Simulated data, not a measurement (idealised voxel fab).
The process module presented herein is designated voxel gate over fins.
Square cell edge 5 nm, section width 175 nm, ID cut.
The cross-sections in this document take the form of a grid made of square cells. They are written out as bands, in order from top to bottom. Each band consists of one or more rows of cells.
Within each band entry, the heights of the top and of the bottom of the band appear first, in that order and in nm; the materials of the band then follow from left to right, each with its corresponding width in nm. The designation "throughout" on a single material indicates that it fills the band from edge to edge; the designation "air" indicates empty space.
We count height from 0. Below that, the starting wafer is all one material. The lowest band never ends at the bottom but goes on down; see "top 0, no bottom" for how that is written.
You'd read "30->40" like this: the band's top row of cells is as wide as the first number, its bottom row is as wide as the second, and going down, every row changes width by the same amount as the row before did.
The cross-section has no changed cell in any step marked "same as before".
Entry "Sealed void inventory" = empty spaces >= 8 cells with no open way to the top; each as width x height at distance, distance from left edge, all nm.
Anything after a step's settings on that line? It's the simulator's own note about the step.
What "overlay nm" on a step's line means: if the step has a mask, that mask lay this far to the right of its planned place, or, when the value is negative, to the left.
Note on reading: below, each pair holds a cross-section from before one process step and one from after it; the one from after shows only down to the lowest band that changed. Beneath the pair, the step in between is stated along with its settings. The pairs can stem from different runs of this module on the same starting wafer. Where a pair's entry headed "Pre-process cross-section" says so, and only there, that pair continues from the pair above it.
Pre-process cross-section
- top 0, no bottom = Si throughout
- Sealed void inventory: none
Post-Step Geometry
- top 10, bottom 0 = SiN throughout
- Below 0, the layers are the same as they were.
- Sealed void inventory: none
Processing between the before and after sections above: op CONFORMAL_DEP | material SiN | thk nm 10
Pre-process cross-section: equal to the after panel directly above.
Post-Step Geometry
- top 30, bottom 10 = 45 of air, then 15 of resist, then 20 of air, then 15 of resist, then 20 of air, then 15 of resist, then 45 of air
- Below 10, the layers are the same as they were.
- Sealed void inventory: none
Processing between the before and after sections above: op PATTERN | tone cover | mask id FINS | material resist | width nm 15 | pitch nm 35 | thk nm 20 | overlay nm 0
Pre-process cross-section: equal to the after panel directly above.
Post-Step Geometry
- top 30, bottom 10 = 45 of air, then 15 of resist, then 20 of air, then 15 of resist, then 20 of air, then 15 of resist, then 45 of air
- top 10, bottom 0 = 45 of air, then 15 of SiN, then 20 of air, then 15 of SiN, then 20 of air, then 15 of SiN, then 45 of air
- Below 0, the layers are the same as they were.
- Sealed void inventory: none
Processing between the before and after sections above: op DIRECTIONAL_ETCH | etch materials SiN | depth nm 10
Pre-process cross-section: equal to the after panel directly above.
Post-Step Geometry
- top 30, bottom 10 = 45 of air, then 15 of resist, then 20 of air, then 15 of resist, then 20 of air, then 15 of resist, then 45 of air
- top 10, bottom 0 = 45 of air, then 15 of SiN, then 20 of air, then 15 of SiN, then 20 of air, then 15 of SiN, then 45 of air
- top 0, bottom -30 = 45 of air, then 15 of Si, then 20 of air, then 15 of Si, then 20 of air, then 15 of Si, then 45 of air
- Below -30, the layers are the same as they were.
- Sealed void inventory: none
Processing between the before and after sections above: op DIRECTIONAL_ETCH | etch materials Si | depth nm 30
Pre-process cross-section: equal to the after panel directly above.
Post-Step Geometry
- top 10, bottom 0 = 45 of air, then 15 of SiN, then 20 of air, then 15 of SiN, then 20 of air, then 15 of SiN, then 45 of air
- Below 0, the layers are the same as they were.
- Sealed void inventory: none
Processing between the before and after sections above: op STRIP | etch materials resist
Pre-process cross-section: equal to the after panel directly above.
Post-Step Geometry
- top 10, bottom 0 = 45 of air, then 15 of SiN, then 20 of air, then 15 of SiN, then 20 of air, then 15 of SiN, then 45 of air
- top 0, bottom -30 = 45 of air, then 5 of SiO2, then 5 of Si, then 5 of SiO2, then 20 of air, then 5 of SiO2, then 5 of Si, then 5 of SiO2, then 20 of air, then 5 of SiO2, then 5 of Si, then 5 of SiO2, then 45 of air
- top -30, bottom -35 = 50 of SiO2, then 5 of Si, then 30 of SiO2, then 5 of Si, then 30 of SiO2, then 5 of Si, then 50 of SiO2
- Below -35, the layers are the same as they were.
- Sealed void inventory: none
Processing between the before and after sections above: op OXIDIZE | depth nm 5
Pre-process cross-section: equal to the after panel directly above.
Post-Step Geometry
- top 25, bottom 10 = SiO2 throughout
- top 10, bottom 0 = 45 of SiO2, then 15 of SiN, then 20 of SiO2, then 15 of SiN, then 20 of SiO2, then 15 of SiN, then 45 of SiO2
- top 0, bottom -35 = 50 of SiO2, then 5 of Si, then 30 of SiO2, then 5 of Si, then 30 of SiO2, then 5 of Si, then 50 of SiO2
- Below -35, the layers are the same as they were.
- Sealed void inventory: none
Processing between the before and after sections above: op FILL_DEP | material SiO2 | thk nm 15
Pre-process cross-section: equal to the after panel directly above.
Post-Step Geometry
- top 10, bottom 0 = 45 of SiO2, then 15 of SiN, then 20 of SiO2, then 15 of SiN, then 20 of SiO2, then 15 of SiN, then 45 of SiO2
- Below 0, the layers are the same as they were.
- Sealed void inventory: none
Processing between the before and after sections above: op CMP | height nm 10
Pre-process cross-section: equal to the after panel directly above.
Post-Step Geometry
- top 10, bottom 0 = 45 of air, then 15 of SiN, then 20 of air, then 15 of SiN, then 20 of air, then 15 of SiN, then 45 of air
- top 0, bottom -15 = 50 of air, then 5 of Si, then 30 of air, then 5 of Si, then 30 of air, then 5 of Si, then 50 of air
- Below -15, the layers are the same as they were.
- Sealed void inventory: none
Processing between the before and after sections above: op SELECTIVE_ETCH | etch materials SiO2 | depth nm 25
Pre-process cross-section: equal to the after panel directly above.
Post-Step Geometry
- top 0, bottom -15 = 50 of air, then 5 of Si, then 30 of air, then 5 of Si, then 30 of air, then 5 of Si, then 50 of air
- Below -15, the layers are the same as they were.
- Sealed void inventory: none
Processing between the before and after sections above: op STRIP | etch materials SiN
Pre-process cross-section: equal to the after panel directly above.
Post-Step Geometry
- top 5, bottom 0 = 45 of air, then 15 of HfO2, then 20 of air, then 15 of HfO2, then 20 of air, then 15 of HfO2, then 45 of air
- top 0, bottom -10 = 45 of air, then 5 of HfO2, then 5 of Si, then 5 of HfO2, then 20 of air, then 5 of HfO2, then 5 of Si, then 5 of HfO2, then 20 of air, then 5 of HfO2, then 5 of Si, then 5 of HfO2, then 45 of air
- top -10, bottom -15 = 50 of HfO2, then 5 of Si, then 30 of HfO2, then 5 of Si, then 30 of HfO2, then 5 of Si, then 50 of HfO2
- Below -15, the layers are the same as they were.
- Sealed void inventory: none
Processing between the before and after sections above: op CONFORMAL_DEP | material HfO2 | thk nm 5
Pre-process cross-section: equal to the after panel directly above.
Post-Step Geometry
- top 10, bottom 5 = 40 of air, then 25 of TiN, then 10 of air, then 25 of TiN, then 10 of air, then 25 of TiN, then 40 of air
- top 5, bottom 0 = 40 of air, then 5 of TiN, then 15 of HfO2, then 5 of TiN, then 10 of air, then 5 of TiN, then 15 of HfO2, then 5 of TiN, then 10 of air, then 5 of TiN, then 15 of HfO2, then 5 of TiN, then 40 of air
- top 0, bottom -5 = 40 of air, then 5 of TiN, then 5 of HfO2, then 5 of Si, then 5 of HfO2, then 5 of TiN, then 10 of air, then 5 of TiN, then 5 of HfO2, then 5 of Si, then 5 of HfO2, then 5 of TiN, then 10 of air, then 5 of TiN, then 5 of HfO2, then 5 of Si, then 5 of HfO2, then 5 of TiN, then 40 of air
- top -5, bottom -10 = 45 of TiN, then 5 of HfO2, then 5 of Si, then 5 of HfO2, then 20 of TiN, then 5 of HfO2, then 5 of Si, then 5 of HfO2, then 20 of TiN, then 5 of HfO2, then 5 of Si, then 5 of HfO2, then 45 of TiN
- Below -10, the layers are the same as they were.
- Sealed void inventory: none
Processing between the before and after sections above: op CONFORMAL_DEP | material TiN | thk nm 5
Pre-process cross-section: equal to the after panel directly above.
Post-Step Geometry
- top 15, bottom 10 = 35 of air, then 105 of TiAl, then 35 of air
- top 10, bottom 5 = 35 of air, then 5 of TiAl, then 25 of TiN, then 10 of TiAl, then 25 of TiN, then 10 of TiAl, then 25 of TiN, then 5 of TiAl, then 35 of air
- top 5, bottom 0 = 35 of air, then 5 of TiAl, then 5 of TiN, then 15 of HfO2, then 5 of TiN, then 10 of TiAl, then 5 of TiN, then 15 of HfO2, then 5 of TiN, then 10 of TiAl, then 5 of TiN, then 15 of HfO2, then 5 of TiN, then 5 of TiAl, then 35 of air
- top 0, bottom -5 = 40 of TiAl, then 5 of TiN, then 5 of HfO2, then 5 of Si, then 5 of HfO2, then 5 of TiN, then 10 of TiAl, then 5 of TiN, then 5 of HfO2, then 5 of Si, then 5 of HfO2, then 5 of TiN, then 10 of TiAl, then 5 of TiN, then 5 of HfO2, then 5 of Si, then 5 of HfO2, then 5 of TiN, then 40 of TiAl
- Below -5, the layers are the same as they were.
- Sealed void inventory: none
Processing between the before and after sections above: op CONFORMAL_DEP | material TiAl | thk nm 5
Pre-process cross-section: equal to the after panel directly above.
Post-Step Geometry
- top 20, bottom 15 = 30 of air, then 115 of TiN, then 30 of air
- top 15, bottom 10 = 30 of air, then 5 of TiN, then 105 of TiAl, then 5 of TiN, then 30 of air
- top 10, bottom 5 = 30 of air, then 5 of TiN, then 5 of TiAl, then 25 of TiN, then 10 of TiAl, then 25 of TiN, then 10 of TiAl, then 25 of TiN, then 5 of TiAl, then 5 of TiN, then 30 of air
- top 5, bottom 0 = 35 of TiN, then 5 of TiAl, then 5 of TiN, then 15 of HfO2, then 5 of TiN, then 10 of TiAl, then 5 of TiN, then 15 of HfO2, then 5 of TiN, then 10 of TiAl, then 5 of TiN, then 15 of HfO2, then 5 of TiN, then 5 of TiAl, then 35 of TiN
- Below 0, the layers are the same as they were.
- Sealed void inventory: none
Processing between the before and after sections above: op CONFORMAL_DEP | material TiN | thk nm 5
Pre-process cross-section: equal to the after panel directly above.
Post-Step Geometry
- top 35, bottom 20 = W throughout
- top 20, bottom 15 = 30 of W, then 115 of TiN, then 30 of W
- top 15, bottom 10 = 30 of W, then 5 of TiN, then 105 of TiAl, then 5 of TiN, then 30 of W
- top 10, bottom 5 = 30 of W, then 5 of TiN, then 5 of TiAl, then 25 of TiN, then 10 of TiAl, then 25 of TiN, then 10 of TiAl, then 25 of TiN, then 5 of TiAl, then 5 of TiN, then 30 of W
- Below 5, the layers are the same as they were.
- Sealed void inventory: none
Processing between the before and after sections above: op FILL_DEP | material W | thk nm 15
Pre-process cross-section: equal to the after panel directly above.
Post-Step Geometry
- top 30, bottom 20 = W throughout
- Below 20, the layers are the same as they were.
- Sealed void inventory: none
Processing between the before and after sections above: op CMP | height nm 30
Pre-process cross-section: equal to the after panel directly above.
Post-Step Geometry
- top 40, bottom 30 = SiCN throughout
- Below 30, the layers are the same as they were.
- Sealed void inventory: none
Processing between the before and after sections above: op CONFORMAL_DEP | material SiCN | thk nm 10
Pre-process cross-section
- top 10, bottom 5 = 40 of air, then 25 of TiN, then 10 of air, then 25 of TiN, then 10 of air, then 25 of TiN, then 40 of air
- top 5, bottom 0 = 40 of air, then 5 of TiN, then 15 of HfO2, then 5 of TiN, then 10 of air, then 5 of TiN, then 15 of HfO2, then 5 of TiN, then 10 of air, then 5 of TiN, then 15 of HfO2, then 5 of TiN, then 40 of air
- top 0, bottom -5 = 40 of air, then 5 of TiN, then 5 of HfO2, then 5 of Si, then 5 of HfO2, then 5 of TiN, then 10 of air, then 5 of TiN, then 5 of HfO2, then 5 of Si, then 5 of HfO2, then 5 of TiN, then 10 of air, then 5 of TiN, then 5 of HfO2, then 5 of Si, then 5 of HfO2, then 5 of TiN, then 40 of air
- top -5, bottom -10 = 45 of TiN, then 5 of HfO2, then 5 of Si, then 5 of HfO2, then 20 of TiN, then 5 of HfO2, then 5 of Si, then 5 of HfO2, then 20 of TiN, then 5 of HfO2, then 5 of Si, then 5 of HfO2, then 45 of TiN
- top -10, bottom -15 = 50 of HfO2, then 5 of Si, then 30 of HfO2, then 5 of Si, then 30 of HfO2, then 5 of Si, then 50 of HfO2
- top -15, bottom -35 = 50 of SiO2, then 5 of Si, then 30 of SiO2, then 5 of Si, then 30 of SiO2, then 5 of Si, then 50 of SiO2
- top -35, no bottom = Si throughout
- Sealed void inventory: none
Post-Step Geometry
- top 15, bottom 5 = 35 of air, then 105 of TiN, then 35 of air
- top 5, bottom 0 = 35 of air, then 10 of TiN, then 15 of HfO2, then 20 of TiN, then 15 of HfO2, then 20 of TiN, then 15 of HfO2, then 10 of TiN, then 35 of air
- top 0, bottom -10 = 45 of TiN, then 5 of HfO2, then 5 of Si, then 5 of HfO2, then 20 of TiN, then 5 of HfO2, then 5 of Si, then 5 of HfO2, then 20 of TiN, then 5 of HfO2, then 5 of Si, then 5 of HfO2, then 45 of TiN
- Below -10, the layers are the same as they were.
- Sealed void inventory: none
Processing between the before and after sections above: op CONFORMAL_DEP | material TiN | thk nm 5
Pre-process cross-section: equal to the after panel directly above.
Post-Step Geometry
- top 30, bottom 15 = W throughout
- top 15, bottom 5 = 35 of W, then 105 of TiN, then 35 of W
- top 5, bottom 0 = 35 of W, then 10 of TiN, then 15 of HfO2, then 20 of TiN, then 15 of HfO2, then 20 of TiN, then 15 of HfO2, then 10 of TiN, then 35 of W
- Below 0, the layers are the same as they were.
- Sealed void inventory: none
Processing between the before and after sections above: op FILL_DEP | material W | thk nm 15
Pre-process cross-section: equal to the after panel directly above.
Post-Step Geometry
- top 40, bottom 30 = SiCN throughout
- Below 30, the layers are the same as they were.
- Sealed void inventory: none
Processing between the before and after sections above: op CONFORMAL_DEP | material SiCN | thk nm 10
Pre-process cross-section
- top 30, bottom 10 = 45 of air, then 15 of resist, then 20 of air, then 15 of resist, then 20 of air, then 15 of resist, then 45 of air
- top 10, bottom 0 = 45 of air, then 15 of SiN, then 20 of air, then 15 of SiN, then 20 of air, then 15 of SiN, then 45 of air
- top 0, bottom -30 = 45 of air, then 15 of Si, then 20 of air, then 15 of Si, then 20 of air, then 15 of Si, then 45 of air
- top -30, no bottom = Si throughout
- Sealed void inventory: none
Post-Step Geometry
- top 30, bottom 10 = 45 of air, then 15 of resist, then 20 of air, then 15 of resist, then 20 of air, then 15 of resist, then 45 of air
- top 10, bottom 0 = 45 of air, then 15 of SiN, then 20 of air, then 15 of SiN, then 20 of air, then 15 of SiN, then 45 of air
- top 0, bottom -60 = 45 of air, then 15 of Si, then 20 of air, then 15 of Si, then 20 of air, then 15 of Si, then 45 of air
- Below -60, the layers are the same as they were.
- Sealed void inventory: none
Processing between the before and after sections above: op DIRECTIONAL_ETCH | etch materials Si | depth nm 30
Pre-process cross-section: equal to the after panel directly above.
Post-Step Geometry
- top 10, bottom 0 = 45 of air, then 15 of SiN, then 20 of air, then 15 of SiN, then 20 of air, then 15 of SiN, then 45 of air
- Below 0, the layers are the same as they were.
- Sealed void inventory: none
Processing between the before and after sections above: op STRIP | etch materials resist
Pre-process cross-section: equal to the after panel directly above.
Post-Step Geometry
- top 10, bottom 0 = 45 of air, then 15 of SiN, then 20 of air, then 15 of SiN, then 20 of air, then 15 of SiN, then 45 of air
- top 0, bottom -60 = 45 of air, then 5 of SiO2, then 5 of Si, then 5 of SiO2, then 20 of air, then 5 of SiO2, then 5 of Si, then 5 of SiO2, then 20 of air, then 5 of SiO2, then 5 of Si, then 5 of SiO2, then 45 of air
- top -60, bottom -65 = 50 of SiO2, then 5 of Si, then 30 of SiO2, then 5 of Si, then 30 of SiO2, then 5 of Si, then 50 of SiO2
- Below -65, the layers are the same as they were.
- Sealed void inventory: none
Processing between the before and after sections above: op OXIDIZE | depth nm 5
Pre-process cross-section: equal to the after panel directly above.
Post-Step Geometry
- top 25, bottom 10 = SiO2 throughout
- top 10, bottom 0 = 45 of SiO2, then 15 of SiN, then 20 of SiO2, then 15 of SiN, then 20 of SiO2, then 15 of SiN, then 45 of SiO2
- top 0, bottom -65 = 50 of SiO2, then 5 of Si, then 30 of SiO2, then 5 of Si, then 30 of SiO2, then 5 of Si, then 50 of SiO2
- Below -65, the layers are the same as they were.
- Sealed void inventory: none
Processing between the before and after sections above: op FILL_DEP | material SiO2 | thk nm 15
Pre-process cross-section: equal to the after panel directly above.
Post-Step Geometry
- top 10, bottom 0 = 45 of SiO2, then 15 of SiN, then 20 of SiO2, then 15 of SiN, then 20 of SiO2, then 15 of SiN, then 45 of SiO2
- Below 0, the layers are the same as they were.
- Sealed void inventory: none
Processing between the before and after sections above: op CMP | height nm 10
Pre-process cross-section: equal to the after panel directly above.
Post-Step Geometry
- top 10, bottom 0 = 45 of air, then 15 of SiN, then 20 of air, then 15 of SiN, then 20 of air, then 15 of SiN, then 45 of air
- top 0, bottom -15 = 50 of air, then 5 of Si, then 30 of air, then 5 of Si, then 30 of air, then 5 of Si, then 50 of air
- Below -15, the layers are the same as they were.
- Sealed void inventory: none
Processing between the before and after sections above: op SELECTIVE_ETCH | etch materials SiO2 | depth nm 25
Pre-process cross-section: equal to the after panel directly above.
Post-Step Geometry
- top 0, bottom -15 = 50 of air, then 5 of Si, then 30 of air, then 5 of Si, then 30 of air, then 5 of Si, then 50 of air
- Below -15, the layers are the same as they were.
- Sealed void inventory: none
Processing between the before and after sections above: op STRIP | etch materials SiN
Pre-process cross-section: equal to the after panel directly above.
Post-Step Geometry
- top 5, bottom 0 = 45 of air, then 15 of HfO2, then 20 of air, then 15 of HfO2, then 20 of air, then 15 of HfO2, then 45 of air
- top 0, bottom -10 = 45 of air, then 5 of HfO2, then 5 of Si, then 5 of HfO2, then 20 of air, then 5 of HfO2, then 5 of Si, then 5 of HfO2, then 20 of air, then 5 of HfO2, then 5 of Si, then 5 of HfO2, then 45 of air
- top -10, bottom -15 = 50 of HfO2, then 5 of Si, then 30 of HfO2, then 5 of Si, then 30 of HfO2, then 5 of Si, then 50 of HfO2
- Below -15, the layers are the same as they were.
- Sealed void inventory: none
Processing between the before and after sections above: op CONFORMAL_DEP | material HfO2 | thk nm 5
Pre-process cross-section: equal to the after panel directly above.
Post-Step Geometry
- top 10, bottom 5 = 40 of air, then 25 of TiN, then 10 of air, then 25 of TiN, then 10 of air, then 25 of TiN, then 40 of air
- top 5, bottom 0 = 40 of air, then 5 of TiN, then 15 of HfO2, then 5 of TiN, then 10 of air, then 5 of TiN, then 15 of HfO2, then 5 of TiN, then 10 of air, then 5 of TiN, then 15 of HfO2, then 5 of TiN, then 40 of air
- top 0, bottom -5 = 40 of air, then 5 of TiN, then 5 of HfO2, then 5 of Si, then 5 of HfO2, then 5 of TiN, then 10 of air, then 5 of TiN, then 5 of HfO2, then 5 of Si, then 5 of HfO2, then 5 of TiN, then 10 of air, then 5 of TiN, then 5 of HfO2, then 5 of Si, then 5 of HfO2, then 5 of TiN, then 40 of air
- top -5, bottom -10 = 45 of TiN, then 5 of HfO2, then 5 of Si, then 5 of HfO2, then 20 of TiN, then 5 of HfO2, then 5 of Si, then 5 of HfO2, then 20 of TiN, then 5 of HfO2, then 5 of Si, then 5 of HfO2, then 45 of TiN
- Below -10, the layers are the same as they were.
- Sealed void inventory: none
Processing between the before and after sections above: op CONFORMAL_DEP | material TiN | thk nm 5
Pre-process cross-section: equal to the after panel directly above.
Post-Step Geometry
- top 15, bottom 10 = 35 of air, then 105 of TiAl, then 35 of air
- top 10, bottom 5 = 35 of air, then 5 of TiAl, then 25 of TiN, then 10 of TiAl, then 25 of TiN, then 10 of TiAl, then 25 of TiN, then 5 of TiAl, then 35 of air
- top 5, bottom 0 = 35 of air, then 5 of TiAl, then 5 of TiN, then 15 of HfO2, then 5 of TiN, then 10 of TiAl, then 5 of TiN, then 15 of HfO2, then 5 of TiN, then 10 of TiAl, then 5 of TiN, then 15 of HfO2, then 5 of TiN, then 5 of TiAl, then 35 of air
- top 0, bottom -5 = 40 of TiAl, then 5 of TiN, then 5 of HfO2, then 5 of Si, then 5 of HfO2, then 5 of TiN, then 10 of TiAl, then 5 of TiN, then 5 of HfO2, then 5 of Si, then 5 of HfO2, then 5 of TiN, then 10 of TiAl, then 5 of TiN, then 5 of HfO2, then 5 of Si, then 5 of HfO2, then 5 of TiN, then 40 of TiAl
- Below -5, the layers are the same as they were.
- Sealed void inventory: none
Processing between the before and after sections above: op CONFORMAL_DEP | material TiAl | thk nm 5
Pre-process cross-section: equal to the after panel directly above.
Post-Step Geometry
- top 20, bottom 15 = 30 of air, then 115 of TiN, then 30 of air
- top 15, bottom 10 = 30 of air, then 5 of TiN, then 105 of TiAl, then 5 of TiN, then 30 of air
- top 10, bottom 5 = 30 of air, then 5 of TiN, then 5 of TiAl, then 25 of TiN, then 10 of TiAl, then 25 of TiN, then 10 of TiAl, then 25 of TiN, then 5 of TiAl, then 5 of TiN, then 30 of air
- top 5, bottom 0 = 35 of TiN, then 5 of TiAl, then 5 of TiN, then 15 of HfO2, then 5 of TiN, then 10 of TiAl, then 5 of TiN, then 15 of HfO2, then 5 of TiN, then 10 of TiAl, then 5 of TiN, then 15 of HfO2, then 5 of TiN, then 5 of TiAl, then 35 of TiN
- Below 0, the layers are the same as they were.
- Sealed void inventory: none
Processing between the before and after sections above: op CONFORMAL_DEP | material TiN | thk nm 5
Pre-process cross-section: equal to the after panel directly above.
Post-Step Geometry
- top 35, bottom 20 = W throughout
- top 20, bottom 15 = 30 of W, then 115 of TiN, then 30 of W
- top 15, bottom 10 = 30 of W, then 5 of TiN, then 105 of TiAl, then 5 of TiN, then 30 of W
- top 10, bottom 5 = 30 of W, then 5 of TiN, then 5 of TiAl, then 25 of TiN, then 10 of TiAl, then 25 of TiN, then 10 of TiAl, then 25 of TiN, then 5 of TiAl, then 5 of TiN, then 30 of W
- Below 5, the layers are the same as they were.
- Sealed void inventory: none
Processing between the before and after sections above: op FILL_DEP | material W | thk nm 15
Pre-process cross-section: equal to the after panel directly above.
Post-Step Geometry
- top 30, bottom 20 = W throughout
- Below 20, the layers are the same as they were.
- Sealed void inventory: none
Processing between the before and after sections above: op CMP | height nm 30
Pre-process cross-section: equal to the after panel directly above.
Post-Step Geometry
- top 40, bottom 30 = SiCN throughout
- Below 30, the layers are the same as they were.
- Sealed void inventory: none
Processing between the before and after sections above: op CONFORMAL_DEP | material SiCN | thk nm 10
Pre-process cross-section
- top 10, bottom 0 = 45 of SiO2, then 15 of SiN, then 20 of SiO2, then 15 of SiN, then 20 of SiO2, then 15 of SiN, then 45 of SiO2
- top 0, bottom -35 = 50 of SiO2, then 5 of Si, then 30 of SiO2, then 5 of Si, then 30 of SiO2, then 5 of Si, then 50 of SiO2
- top -35, no bottom = Si throughout
- Sealed void inventory: none
Post-Step Geometry
- top 10, bottom 0 = 45 of SiO2, then 15 of air, then 20 of SiO2, then 15 of air, then 20 of SiO2, then 15 of air, then 45 of SiO2
- Below 0, the layers are the same as they were.
- Sealed void inventory: none
Processing between the before and after sections above: op STRIP | etch materials SiN
Pre-process cross-section: equal to the after panel directly above.
Post-Step Geometry
- top 0, bottom -15 = 50 of air, then 5 of Si, then 30 of air, then 5 of Si, then 30 of air, then 5 of Si, then 50 of air
- top -15, bottom -25 = 20 of SiO2, then 30 of air, then 5 of Si, then 30 of air, then 5 of Si, then 30 of air, then 5 of Si, then 30 of air, then 20 of SiO2
- Below -25, the layers are the same as they were.
- Sealed void inventory: none
Processing between the before and after sections above: op SELECTIVE_ETCH | etch materials SiO2 | depth nm 25
Pre-process cross-section: equal to the after panel directly above.
Post-Step Geometry
- top 5, bottom 0 = 45 of air, then 15 of HfO2, then 20 of air, then 15 of HfO2, then 20 of air, then 15 of HfO2, then 45 of air
- top 0, bottom -10 = 45 of air, then 5 of HfO2, then 5 of Si, then 5 of HfO2, then 20 of air, then 5 of HfO2, then 5 of Si, then 5 of HfO2, then 20 of air, then 5 of HfO2, then 5 of Si, then 5 of HfO2, then 45 of air
- top -10, bottom -15 = 25 of HfO2, then 20 of air, then 5 of HfO2, then 5 of Si, then 5 of HfO2, then 20 of air, then 5 of HfO2, then 5 of Si, then 5 of HfO2, then 20 of air, then 5 of HfO2, then 5 of Si, then 5 of HfO2, then 20 of air, then 25 of HfO2
- top -15, bottom -20 = 20 of SiO2, then 5 of HfO2, then 20 of air, then 5 of HfO2, then 5 of Si, then 5 of HfO2, then 20 of air, then 5 of HfO2, then 5 of Si, then 5 of HfO2, then 20 of air, then 5 of HfO2, then 5 of Si, then 5 of HfO2, then 20 of air, then 5 of HfO2, then 20 of SiO2
- top -20, bottom -25 = 20 of SiO2, then 30 of HfO2, then 5 of Si, then 30 of HfO2, then 5 of Si, then 30 of HfO2, then 5 of Si, then 30 of HfO2, then 20 of SiO2
- Below -25, the layers are the same as they were.
- Sealed void inventory: none
Processing between the before and after sections above: op CONFORMAL_DEP | material HfO2 | thk nm 5
Pre-process cross-section: equal to the after panel directly above.
Post-Step Geometry
- top 10, bottom 5 = 40 of air, then 25 of TiN, then 10 of air, then 25 of TiN, then 10 of air, then 25 of TiN, then 40 of air
- top 5, bottom 0 = 40 of air, then 5 of TiN, then 15 of HfO2, then 5 of TiN, then 10 of air, then 5 of TiN, then 15 of HfO2, then 5 of TiN, then 10 of air, then 5 of TiN, then 15 of HfO2, then 5 of TiN, then 40 of air
- top 0, bottom -5 = 40 of air, then 5 of TiN, then 5 of HfO2, then 5 of Si, then 5 of HfO2, then 5 of TiN, then 10 of air, then 5 of TiN, then 5 of HfO2, then 5 of Si, then 5 of HfO2, then 5 of TiN, then 10 of air, then 5 of TiN, then 5 of HfO2, then 5 of Si, then 5 of HfO2, then 5 of TiN, then 40 of air
- top -5, bottom -10 = 30 of TiN, then 10 of air, then 5 of TiN, then 5 of HfO2, then 5 of Si, then 5 of HfO2, then 5 of TiN, then 10 of air, then 5 of TiN, then 5 of HfO2, then 5 of Si, then 5 of HfO2, then 5 of TiN, then 10 of air, then 5 of TiN, then 5 of HfO2, then 5 of Si, then 5 of HfO2, then 5 of TiN, then 10 of air, then 30 of TiN
- top -10, bottom -15 = 25 of HfO2, then 5 of TiN, then 10 of air, then 5 of TiN, then 5 of HfO2, then 5 of Si, then 5 of HfO2, then 5 of TiN, then 10 of air, then 5 of TiN, then 5 of HfO2, then 5 of Si, then 5 of HfO2, then 5 of TiN, then 10 of air, then 5 of TiN, then 5 of HfO2, then 5 of Si, then 5 of HfO2, then 5 of TiN, then 10 of air, then 5 of TiN, then 25 of HfO2
- top -15, bottom -20 = 20 of SiO2, then 5 of HfO2, then 20 of TiN, then 5 of HfO2, then 5 of Si, then 5 of HfO2, then 20 of TiN, then 5 of HfO2, then 5 of Si, then 5 of HfO2, then 20 of TiN, then 5 of HfO2, then 5 of Si, then 5 of HfO2, then 20 of TiN, then 5 of HfO2, then 20 of SiO2
- Below -20, the layers are the same as they were.
- Sealed void inventory: none
Processing between the before and after sections above: op CONFORMAL_DEP | material TiN | thk nm 5
Pre-process cross-section: equal to the after panel directly above.
Post-Step Geometry
- top 15, bottom 10 = 35 of air, then 105 of TiAl, then 35 of air
- top 10, bottom 5 = 35 of air, then 5 of TiAl, then 25 of TiN, then 10 of TiAl, then 25 of TiN, then 10 of TiAl, then 25 of TiN, then 5 of TiAl, then 35 of air
- top 5, bottom 0 = 35 of air, then 5 of TiAl, then 5 of TiN, then 15 of HfO2, then 5 of TiN, then 10 of TiAl, then 5 of TiN, then 15 of HfO2, then 5 of TiN, then 10 of TiAl, then 5 of TiN, then 15 of HfO2, then 5 of TiN, then 5 of TiAl, then 35 of air
- top 0, bottom -5 = 40 of TiAl, then 5 of TiN, then 5 of HfO2, then 5 of Si, then 5 of HfO2, then 5 of TiN, then 10 of TiAl, then 5 of TiN, then 5 of HfO2, then 5 of Si, then 5 of HfO2, then 5 of TiN, then 10 of TiAl, then 5 of TiN, then 5 of HfO2, then 5 of Si, then 5 of HfO2, then 5 of TiN, then 40 of TiAl
- top -5, bottom -10 = 30 of TiN, then 10 of TiAl, then 5 of TiN, then 5 of HfO2, then 5 of Si, then 5 of HfO2, then 5 of TiN, then 10 of TiAl, then 5 of TiN, then 5 of HfO2, then 5 of Si, then 5 of HfO2, then 5 of TiN, then 10 of TiAl, then 5 of TiN, then 5 of HfO2, then 5 of Si, then 5 of HfO2, then 5 of TiN, then 10 of TiAl, then 30 of TiN
- top -10, bottom -15 = 25 of HfO2, then 5 of TiN, then 10 of TiAl, then 5 of TiN, then 5 of HfO2, then 5 of Si, then 5 of HfO2, then 5 of TiN, then 10 of TiAl, then 5 of TiN, then 5 of HfO2, then 5 of Si, then 5 of HfO2, then 5 of TiN, then 10 of TiAl, then 5 of TiN, then 5 of HfO2, then 5 of Si, then 5 of HfO2, then 5 of TiN, then 10 of TiAl, then 5 of TiN, then 25 of HfO2
- Below -15, the layers are the same as they were.
- Sealed void inventory: none
Processing between the before and after sections above: op CONFORMAL_DEP | material TiAl | thk nm 5
Pre-process cross-section: equal to the after panel directly above.
Post-Step Geometry
- top 20, bottom 15 = 30 of air, then 115 of TiN, then 30 of air
- top 15, bottom 10 = 30 of air, then 5 of TiN, then 105 of TiAl, then 5 of TiN, then 30 of air
- top 10, bottom 5 = 30 of air, then 5 of TiN, then 5 of TiAl, then 25 of TiN, then 10 of TiAl, then 25 of TiN, then 10 of TiAl, then 25 of TiN, then 5 of TiAl, then 5 of TiN, then 30 of air
- top 5, bottom 0 = 35 of TiN, then 5 of TiAl, then 5 of TiN, then 15 of HfO2, then 5 of TiN, then 10 of TiAl, then 5 of TiN, then 15 of HfO2, then 5 of TiN, then 10 of TiAl, then 5 of TiN, then 15 of HfO2, then 5 of TiN, then 5 of TiAl, then 35 of TiN
- Below 0, the layers are the same as they were.
- Sealed void inventory: none
Processing between the before and after sections above: op CONFORMAL_DEP | material TiN | thk nm 5
Pre-process cross-section: equal to the after panel directly above.
Post-Step Geometry
- top 35, bottom 20 = W throughout
- top 20, bottom 15 = 30 of W, then 115 of TiN, then 30 of W
- top 15, bottom 10 = 30 of W, then 5 of TiN, then 105 of TiAl, then 5 of TiN, then 30 of W
- top 10, bottom 5 = 30 of W, then 5 of TiN, then 5 of TiAl, then 25 of TiN, then 10 of TiAl, then 25 of TiN, then 10 of TiAl, then 25 of TiN, then 5 of TiAl, then 5 of TiN, then 30 of W
- Below 5, the layers are the same as they were.
- Sealed void inventory: none
Processing between the before and after sections above: op FILL_DEP | material W | thk nm 15
Pre-process cross-section: equal to the after panel directly above.
Post-Step Geometry
- top 30, bottom 20 = W throughout
- Below 20, the layers are the same as they were.
- Sealed void inventory: none
Processing between the before and after sections above: op CMP | height nm 30
Pre-process cross-section: equal to the after panel directly above.
Post-Step Geometry
- top 40, bottom 30 = SiCN throughout
- Below 30, the layers are the same as they were.
- Sealed void inventory: none
Processing between the before and after sections above: op CONFORMAL_DEP | material SiCN | thk nm 10
